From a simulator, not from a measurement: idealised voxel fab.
Process module in this document: voxel released beams
The cross-section shown here is cut; it is 145 nm wide and divided into square cells measuring 5 nm on a side.
We lay out every cross-section as a grid of square cells and spell it out in bands from the top down, where one band means one or more rows of cells. Band: top and bottom heights (nm) first, top before bottom; then materials from left to right, widths in nm. "throughout" marks a sole material filling the band edge to edge. "air" denotes empty space. Below 0: as-received wafer, all one material; heights counted from there. Lowest band: no bottom, goes on down, written "top 0, no bottom". So if you see something like "30->40" for the width, read it as the top row of the band sitting at the first number and the bottom row at the second, with every row in between moving by the same amount as the last. Step note "no change occurred" = no cross-section cell changed. Any empty space of 8 cells or more lacking an open way to the top shows up in "Voids, fully enclosed" as width x height at distance, distance from the left edge, in nm. That trailing text on a step's line, after the settings, is the simulator's own remark on the step. "overlay nm", when on a step's line for a step with a mask, measures how far to the right of its planned place the mask lay; a negative measure means to the left. In what follows, pairs of cross-sections are presented, each taken before and after one process step, with the after cross-section shown only down to the lowest band that was altered; the step, together with its settings, is stated below the pair. The pairs may stem from different runs of this module on the same starting wafer; accordingly, a pair should be taken as continuing from the one above it solely where its entry headed "Pre-step condition" indicates as much.

# Pre-step condition
	top 0, no bottom | Si throughout
	Voids, fully enclosed: none

# Resulting Structure
	top 5, bottom 0 | Al2O3 throughout
	Below 0 it's all the same as before, nothing changed down there.
	Voids, fully enclosed: none
What was done to get from the before section above to the after section? CONFORMAL_DEP [material Al2O3] [thk nm 5]

Pre-step condition: The initial state for this step is given by the after cross-section of the immediately preceding pair.

# Resulting Structure
	top 25, bottom 5 | SiO2 throughout
	Below 5 it's all the same as before, nothing changed down there.
	Voids, fully enclosed: none
What was done to get from the before section above to the after section? DIRECTIONAL_DEP [material SiO2] [thk nm 20]

Pre-step condition: The initial state for this step is given by the after cross-section of the immediately preceding pair.

# Resulting Structure
	top 25, bottom 5 | SiO2=30 | air=45 | SiO2=70
	Below 5 it's all the same as before, nothing changed down there.
	Voids, fully enclosed: none
What was done to get from the before section above to the after section? MASKED_ETCH [tone open] [mask id ANCHOR] [width nm 45] [etch materials SiO2] [depth nm 20] [overlay nm 0]

Pre-step condition: The initial state for this step is given by the after cross-section of the immediately preceding pair.

# Resulting Structure
	top 40, bottom 25 | polySi=45 | air=15 | polySi=85
	top 25, bottom 20 | SiO2=30 | polySi=15 | air=15 | polySi=15 | SiO2=70
	top 20, bottom 5 | SiO2=30 | polySi=45 | SiO2=70
	Below 5 it's all the same as before, nothing changed down there.
	Voids, fully enclosed: none
What was done to get from the before section above to the after section? CONFORMAL_DEP [material polySi] [thk nm 15]

Pre-step condition: The initial state for this step is given by the after cross-section of the immediately preceding pair.

# Resulting Structure
	top 40, bottom 25 | air=25 | polySi=20 | air=15 | polySi=55 | air=30
	Below 25 it's all the same as before, nothing changed down there.
	Voids, fully enclosed: none
What was done to get from the before section above to the after section? MASKED_ETCH [tone cover] [mask id BEAM] [width nm 90] [etch materials polySi] [depth nm 15] [overlay nm 0]

Pre-step condition: The initial state for this step is given by the after cross-section of the immediately preceding pair.

# Resulting Structure
	top 40, bottom 25 | air=25 | polySi=20 | air=15 | polySi=55 | air=30
	top 25, bottom 20 | air=30 | polySi=15 | air=15 | polySi=15 | air=70
	top 20, bottom 5 | air=30 | polySi=45 | air=70
	Below 5 it's all the same as before, nothing changed down there.
	Voids, fully enclosed: none
What was done to get from the before section above to the after section? STRIP [etch materials SiO2]

# Pre-step condition
	top 5, bottom 0 | Al2O3 throughout
	top 0, no bottom | Si throughout
	Voids, fully enclosed: none

# Resulting Structure
	top 20, bottom 5 | polySi throughout
	Below 5 it's all the same as before, nothing changed down there.
	Voids, fully enclosed: none
What was done to get from the before section above to the after section? CONFORMAL_DEP [material polySi] [thk nm 15]

Pre-step condition: The initial state for this step is given by the after cross-section of the immediately preceding pair.

# Resulting Structure
	top 20, bottom 5 | air=25 | polySi=90 | air=30
	Below 5 it's all the same as before, nothing changed down there.
	Voids, fully enclosed: none
What was done to get from the before section above to the after section? MASKED_ETCH [tone cover] [mask id BEAM] [width nm 90] [etch materials polySi] [depth nm 15] [overlay nm 0]

# Pre-step condition
	top 40, bottom 25 | polySi=45 | air=15 | polySi=85
	top 25, bottom 20 | SiO2=30 | polySi=15 | air=15 | polySi=15 | SiO2=70
	top 20, bottom 5 | SiO2=30 | polySi=45 | SiO2=70
	top 5, bottom 0 | Al2O3 throughout
	top 0, no bottom | Si throughout
	Voids, fully enclosed: none

# Resulting Structure
	top 55, bottom 25 | polySi throughout
	top 25, bottom 5 | SiO2=30 | polySi=45 | SiO2=70
	Below 5 it's all the same as before, nothing changed down there.
	Voids, fully enclosed: none
What was done to get from the before section above to the after section? CONFORMAL_DEP [material polySi] [thk nm 15]

Pre-step condition: The initial state for this step is given by the after cross-section of the immediately preceding pair.

# Resulting Structure
	top 55, bottom 40 | air=25 | polySi=90 | air=30
	Below 40 it's all the same as before, nothing changed down there.
	Voids, fully enclosed: none
What was done to get from the before section above to the after section? MASKED_ETCH [tone cover] [mask id BEAM] [width nm 90] [etch materials polySi] [depth nm 15] [overlay nm 0]

# Pre-step condition
	top 0, no bottom | Si throughout
	Voids, fully enclosed: none

# Resulting Structure
	top 20, bottom 0 | SiO2 throughout
	Below 0 it's all the same as before, nothing changed down there.
	Voids, fully enclosed: none
What was done to get from the before section above to the after section? DIRECTIONAL_DEP [material SiO2] [thk nm 20]

Pre-step condition: The initial state for this step is given by the after cross-section of the immediately preceding pair.

# Resulting Structure
	top 25, bottom 20 | Al2O3 throughout
	Below 20 it's all the same as before, nothing changed down there.
	Voids, fully enclosed: none
What was done to get from the before section above to the after section? CONFORMAL_DEP [material Al2O3] [thk nm 5]

Pre-step condition: The initial state for this step is given by the after cross-section of the immediately preceding pair.

# Resulting Structure
	top 40, bottom 25 | polySi throughout
	Below 25 it's all the same as before, nothing changed down there.
	Voids, fully enclosed: none
What was done to get from the before section above to the after section? CONFORMAL_DEP [material polySi] [thk nm 15]

Pre-step condition: The initial state for this step is given by the after cross-section of the immediately preceding pair.

# Resulting Structure
	top 40, bottom 25 | air=25 | polySi=90 | air=30
	Below 25 it's all the same as before, nothing changed down there.
	Voids, fully enclosed: none
What was done to get from the before section above to the after section? MASKED_ETCH [tone cover] [mask id BEAM] [width nm 90] [etch materials polySi] [depth nm 15] [overlay nm 0]

# Pre-step condition
	top 5, bottom 0 | Al2O3 throughout
	top 0, no bottom | Si throughout
	Voids, fully enclosed: none

# Resulting Structure
	top 20, bottom 5 | SiO2 throughout
	Below 5 it's all the same as before, nothing changed down there.
	Voids, fully enclosed: none
What was done to get from the before section above to the after section? DIRECTIONAL_DEP [material SiO2] [thk nm 15]

Pre-step condition: The initial state for this step is given by the after cross-section of the immediately preceding pair.

# Resulting Structure
	top 20, bottom 5 | SiO2=30 | air=45 | SiO2=70
	Below 5 it's all the same as before, nothing changed down there.
	Voids, fully enclosed: none
What was done to get from the before section above to the after section? MASKED_ETCH [tone open] [mask id ANCHOR] [width nm 45] [etch materials SiO2] [depth nm 20] [overlay nm 0]

Pre-step condition: The initial state for this step is given by the after cross-section of the immediately preceding pair.

# Resulting Structure
	top 35, bottom 20 | polySi=45 | air=15 | polySi=85
	top 20, bottom 5 | SiO2=30 | polySi=45 | SiO2=70
	Below 5 it's all the same as before, nothing changed down there.
	Voids, fully enclosed: none
What was done to get from the before section above to the after section? CONFORMAL_DEP [material polySi] [thk nm 15]

Pre-step condition: The initial state for this step is given by the after cross-section of the immediately preceding pair.

# Resulting Structure
	top 35, bottom 20 | air=25 | polySi=20 | air=15 | polySi=55 | air=30
	Below 20 it's all the same as before, nothing changed down there.
	Voids, fully enclosed: none
What was done to get from the before section above to the after section? MASKED_ETCH [tone cover] [mask id BEAM] [width nm 90] [etch materials polySi] [depth nm 15] [overlay nm 0]

Pre-step condition: The initial state for this step is given by the after cross-section of the immediately preceding pair.

# Resulting Structure
	top 35, bottom 20 | air=25 | polySi=20 | air=15 | polySi=55 | air=30
	top 20, bottom 5 | air=30 | polySi=45 | air=70
	Below 5 it's all the same as before, nothing changed down there.
	Voids, fully enclosed: none
What was done to get from the before section above to the after section? STRIP [etch materials SiO2]

# Pre-step condition
	top 40, bottom 25 | polySi=45 | air=15 | polySi=85
	top 25, bottom 20 | SiO2=30 | polySi=15 | air=15 | polySi=15 | SiO2=70
	top 20, bottom 5 | SiO2=30 | polySi=45 | SiO2=70
	top 5, bottom 0 | Al2O3 throughout
	top 0, no bottom | Si throughout
	Voids, fully enclosed: none

# Resulting Structure
	top 40, bottom 25 | air=30 | polySi=15 | air=15 | polySi=50 | air=35
	Below 25 it's all the same as before, nothing changed down there.
	Voids, fully enclosed: none
What was done to get from the before section above to the after section? MASKED_ETCH [tone cover] [mask id BEAM] [width nm 80] [etch materials polySi] [depth nm 15] [overlay nm 0]

Pre-step condition: The initial state for this step is given by the after cross-section of the immediately preceding pair.

# Resulting Structure
	top 40, bottom 25 | air=30 | polySi=15 | air=15 | polySi=50 | air=35
	top 25, bottom 20 | air=30 | polySi=15 | air=15 | polySi=15 | air=70
	top 20, bottom 5 | air=30 | polySi=45 | air=70
	Below 5 it's all the same as before, nothing changed down there.
	Voids, fully enclosed: none
What was done to get from the before section above to the after section? STRIP [etch materials SiO2]

# Pre-step condition
	top 40, bottom 25 | polySi=45 | air=15 | polySi=85
	top 25, bottom 20 | SiO2=30 | polySi=15 | air=15 | polySi=15 | SiO2=70
	top 20, bottom 5 | SiO2=30 | polySi=45 | SiO2=70
	top 5, bottom 0 | Al2O3 throughout
	top 0, no bottom | Si throughout
	Voids, fully enclosed: none

# Resulting Structure
	top 40, bottom 25 | air=20 | polySi=25 | air=15 | polySi=50 | air=35
	Below 25 it's all the same as before, nothing changed down there.
	Voids, fully enclosed: none
What was done to get from the before section above to the after section? MASKED_ETCH [tone cover] [mask id BEAM] [width nm 90] [etch materials polySi] [depth nm 15] [overlay nm -5]

Pre-step condition: The initial state for this step is given by the after cross-section of the immediately preceding pair.

# Resulting Structure
	top 40, bottom 25 | air=20 | polySi=25 | air=15 | polySi=50 | air=35
	top 25, bottom 20 | air=30 | polySi=15 | air=15 | polySi=15 | air=70
	top 20, bottom 5 | air=30 | polySi=45 | air=70
	Below 5 it's all the same as before, nothing changed down there.
	Voids, fully enclosed: none
What was done to get from the before section above to the after section? STRIP [etch materials SiO2]

# Pre-step condition
	top 5, bottom 0 | Al2O3 throughout
	top 0, no bottom | Si throughout
	Voids, fully enclosed: none

# Resulting Structure
	top 25, bottom 5 | polySi throughout
	Below 5 it's all the same as before, nothing changed down there.
	Voids, fully enclosed: none
What was done to get from the before section above to the after section? DIRECTIONAL_DEP [material polySi] [thk nm 20]

Pre-step condition: The initial state for this step is given by the after cross-section of the immediately preceding pair.

# Resulting Structure
	top 40, bottom 5 | polySi throughout
	Below 5 it's all the same as before, nothing changed down there.
	Voids, fully enclosed: none
What was done to get from the before section above to the after section? CONFORMAL_DEP [material polySi] [thk nm 15]

Pre-step condition: The initial state for this step is given by the after cross-section of the immediately preceding pair.

# Resulting Structure
	top 40, bottom 25 | air=25 | polySi=90 | air=30
	Below 25 it's all the same as before, nothing changed down there.
	Voids, fully enclosed: none
What was done to get from the before section above to the after section? MASKED_ETCH [tone cover] [mask id BEAM] [width nm 90] [etch materials polySi] [depth nm 15] [overlay nm 0]

# Pre-step condition
	top 40, bottom 25 | polySi=45 | air=15 | polySi=85
	top 25, bottom 20 | SiO2=30 | polySi=15 | air=15 | polySi=15 | SiO2=70
	top 20, bottom 5 | SiO2=30 | polySi=45 | SiO2=70
	top 5, bottom 0 | Al2O3 throughout
	top 0, no bottom | Si throughout
	Voids, fully enclosed: none

# Resulting Structure
	top 40, bottom 25 | polySi=25 | air=90 | polySi=30
	top 25, bottom 5 | SiO2=30 | polySi=15 | air=15 | polySi=15 | SiO2=70
	Below 5 it's all the same as before, nothing changed down there.
	Voids, fully enclosed: none
What was done to get from the before section above to the after section? MASKED_ETCH [tone open] [mask id BEAM] [width nm 90] [etch materials polySi] [depth nm 15] [overlay nm 0]

Pre-step condition: The initial state for this step is given by the after cross-section of the immediately preceding pair.

# Resulting Structure
	top 25, bottom 5 | air=30 | polySi=15 | air=15 | polySi=15 | air=70
	Below 5 it's all the same as before, nothing changed down there.
	Voids, fully enclosed: none
What was done to get from the before section above to the after section? STRIP [etch materials SiO2]
